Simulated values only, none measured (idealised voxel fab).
process module | voxel capacitor over wiring
cross-section cut | 220 nm wide | cells 5 nm
A cross-section is a grid of square cells, given in bands from the top down. A band is one or more rows of cells.
Each band's line starts with the height of the band's top and of its bottom, in nm. Then come its materials from left to right, each with its width in nm. One material with "throughout" fills the band from edge to edge. "air" is empty space.
Height 0 is the level under which the wafer as received is all one material. The lowest band goes on downwards, as in "0 down".
A width such as "30 to 40" changes by the same amount from each row of cells to the next, from the band's top row to its bottom row.
"no change" after a step means that no cell of the cross-section changed.
closed voids: empty space of 8 cells or more with no open way to the top, each as width x height at its distance from the left edge, in nm
after a step's settings: what the simulator itself notes on the step
overlay nm, on a step with a mask: how far to the right of its planned place the mask lay; to the left if negative
plan
1 op RECEIVE | material Si
2 op CONFORMAL_DEP | material SiO2 | thk nm 15
3 op DIRECTIONAL_DEP | material TiN | thk nm 5
4 op DIRECTIONAL_DEP | material W | thk nm 15
5 op DIRECTIONAL_DEP | material aC | thk nm 15
6 op PATTERN | tone cover | mask id METAL_1 | material resist | width nm 30 | pitch nm 90 | thk nm 30 | overlay nm 0
7 op DIRECTIONAL_ETCH | etch materials aC | depth nm 15
8 op STRIP | etch materials resist
9 op DIRECTIONAL_ETCH | etch materials W | depth nm 15
10 op DIRECTIONAL_ETCH | etch materials TiN | depth nm 5
11 op STRIP | etch materials aC
12 op CONFORMAL_DEP | material SiN | thk nm 5
13 op FILL_DEP | material SiO2 | thk nm 5
14 op CMP | height nm 35
15 op CONFORMAL_DEP | material SiCN | thk nm 5
16 op DIRECTIONAL_DEP | material SiO2 | thk nm 15
17 op PATTERN | tone open | mask id PLUG_1 | material resist | width nm 15 | thk nm 15 | overlay nm 0
18 op DIRECTIONAL_ETCH | etch materials SiO2 | depth nm 15
19 op DIRECTIONAL_ETCH | etch materials SiCN | depth nm 5
20 op STRIP | etch materials resist
21 op CONFORMAL_DEP | material TiN | thk nm 5
22 op FILL_DEP | material Cu | thk nm 10
23 op CMP | height nm 55
24 op DIRECTIONAL_DEP | material TiN | thk nm 10
25 op DIRECTIONAL_DEP | material Al2O3 | thk nm 5
26 op DIRECTIONAL_DEP | material TiN | thk nm 5
27 op PATTERN | tone cover | mask id UPPER_PLATE | material resist | width nm 65 | thk nm 15 | overlay nm 0
28 op DIRECTIONAL_ETCH | etch materials TiN | depth nm 5
29 op DIRECTIONAL_ETCH | etch materials Al2O3 | depth nm 5
30 op STRIP | etch materials resist
31 op DIRECTIONAL_DEP | material aC | thk nm 10
32 op PATTERN | tone cover | mask id LOWER_PLATE | material resist | width nm 75 | thk nm 25 | overlay nm 0
33 op DIRECTIONAL_ETCH | etch materials aC | depth nm 10
34 op STRIP | etch materials resist
35 op DIRECTIONAL_ETCH | etch materials TiN | depth nm 10
36 op STRIP | etch materials aC
37 op FILL_DEP | material SiO2 | thk nm 20
38 op CMP | height nm 90
39 op MASKED_ETCH | tone open | mask id PLUG_2 | width nm 15 | etch materials SiO2 | depth nm 15 | overlay nm 0
40 op CONFORMAL_DEP | material TiN | thk nm 5
41 op FILL_DEP | material W | thk nm 5
42 op CMP | height nm 90
43 op CONFORMAL_DEP | material SiCN | thk nm 5
as received, after step 1
  0 down: Si throughout
  closed voids: none
first wafer at the end, as planned
  95 to 90: SiCN throughout
  90 to 80: SiO2 75 | TiN 5 | W 5 | TiN 5 | SiO2 130
  80 to 70: SiO2 75 to 65 | TiN 15 to 65 | SiO2 130 to 90
  70 to 65: SiO2 65 | Al2O3 65 | SiO2 90
  65 to 55: SiO2 60 | TiN 75 | SiO2 85
  55 to 40: SiO2 65 | TiN 5 | Cu 5 | TiN 5 | SiO2 140
  40 to 35: SiCN 65 | TiN 15 | SiCN 140
  35 to 20: SiO2 45 | SiN 5 | W 30 | SiN 5 | SiO2 50 | SiN 5 | W 30 | SiN 5 | SiO2 45
  20 to 15: SiN 50 | TiN 30 | SiN 60 | TiN 30 | SiN 50
  15 to 0: SiO2 throughout
  0 down: Si throughout
  closed voids: none
second wafer at the end: like start, like plan, one mistake
  95 to 90: SiCN throughout
  90 to 80: SiO2 70 | TiN 5 | W 15 | TiN 5 | SiO2 125
  80 to 70: SiO2 70 to 65 | TiN 25 to 65 | SiO2 125 to 90
  70 to 65: SiO2 65 | Al2O3 65 | SiO2 90
  65 to 55: SiO2 60 | TiN 75 | SiO2 85
  55 to 40: SiO2 65 | TiN 5 | Cu 5 | TiN 5 | SiO2 140
  40 to 35: SiCN 65 | TiN 15 | SiCN 140
  35 to 20: SiO2 45 | SiN 5 | W 30 | SiN 5 | SiO2 50 | SiN 5 | W 30 | SiN 5 | SiO2 45
  20 to 15: SiN 50 | TiN 30 | SiN 60 | TiN 30 | SiN 50
  15 to 0: SiO2 throughout
  0 down: Si throughout
  closed voids: none
what went wrong: step 39 ran as: op MASKED_ETCH | tone open | mask id PLUG_2 | width nm 25 | etch materials SiO2 | depth nm 15 | overlay nm 0
at the end the second wafer has, in cells: 6 fewer of SiO2 | 2 more of TiN | 4 more of W
